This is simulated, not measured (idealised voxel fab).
This section sets out a process module, namely voxel fin reveal.
The cross-section on display is named cut; it measures 200 nm wide, and its cells are 5 nm squares.
In this document a cross-section is written as a grid of square cells. It is given as a series of bands, listed from the top down, and a band is one or more rows of cells.
Per band: top height and bottom height in nm, followed by the left-to-right materials and their widths in nm; "everywhere" marks a single material spanning edge to edge, "empty" marks empty space.
We count height from 0. Below that, the starting wafer is all one material. The lowest band never ends at the bottom but goes on down; see "z 0 and below" for how that is written.
A width such as "30->40" changes by the same amount from each row of cells to the next, from the band's top row to its bottom row.
"everything unchanged", as given for a step, is the statement that not any cell of the cross-section underwent a change during that step.
Each empty space that has no open way to the top and spans at least 8 cells appears under "Tabulated closed voids" as width x height at distance, the distance counted from the left edge, all in nm.
Text after the settings on a step's line: the simulator's own remark on that step.
overlay nm: where the mask lay relative to plan, measured to the right, on steps with a mask; negatives go left.
Process steps (planned):
- 1: op RECEIVE | material Si
- 2: op CONFORMAL_DEP | material SiN | thk nm 5
- 3: op PATTERN | tone cover | mask id FINS | material resist | width nm 15 | pitch nm 45 | thk nm 20 | overlay nm -15
- 4: op DIRECTIONAL_ETCH | etch materials SiN | depth nm 5
- 5: op DIRECTIONAL_ETCH | etch materials Si | depth nm 40
- 6: op STRIP | etch materials resist
- 7: op OXIDIZE | depth nm 5
- 8: op FILL_DEP | material SiO2 | thk nm 5
- 9: op CMP | height nm 5
- 10: op SELECTIVE_ETCH | etch materials SiO2 | depth nm 35
- 11: op STRIP | etch materials SiN
All wafers enter the flow in the same state. The overlay nm at step 3 differs from wafer to wafer, and the plan gives the value for the first wafer.
Cross-section of the first of several wafers as received (after step 1):
z 0 and below | Si everywhere
Tabulated closed voids: none
Take a look at the first of several wafers in cross-section: the module is done, and step 11 was its last step:
z 0 to -30 | empty (35) / Si (5) / empty (40) / Si (5) / empty (40) / Si (5) / empty (70)
z -30 to -45 | SiO2 (35) / Si (5) / SiO2 (40) / Si (5) / SiO2 (40) / Si (5) / SiO2 (70)
z -45 and below | Si everywhere
Tabulated closed voids: none
Here we cross-sectioned the last of the wafers once the module was done:
z 0 to -30 | empty (65) / Si (5) / empty (40) / Si (5) / empty (40) / Si (5) / empty (40)
z -30 to -45 | SiO2 (65) / Si (5) / SiO2 (40) / Si (5) / SiO2 (40) / Si (5) / SiO2 (40)
z -45 and below | Si everywhere
Tabulated closed voids: none
Quick key for the table: a row per wafer, taken at the end of the module. For each material it tells you how many cells the wafer gained (+) or lost (-) since it came in, and the closed voids come after:
overlay nm -15, -333 Si, +111 SiO2, Tabulated closed voids: none
overlay nm -10, -333 Si, +111 SiO2, Tabulated closed voids: none
overlay nm -5, -333 Si, +111 SiO2, Tabulated closed voids: none
overlay nm 0, -333 Si, +111 SiO2, Tabulated closed voids: none
overlay nm 5, -333 Si, +111 SiO2, Tabulated closed voids: none
overlay nm 10, -333 Si, +111 SiO2, Tabulated closed voids: none
overlay nm 15, -333 Si, +111 SiO2, Tabulated closed voids: none
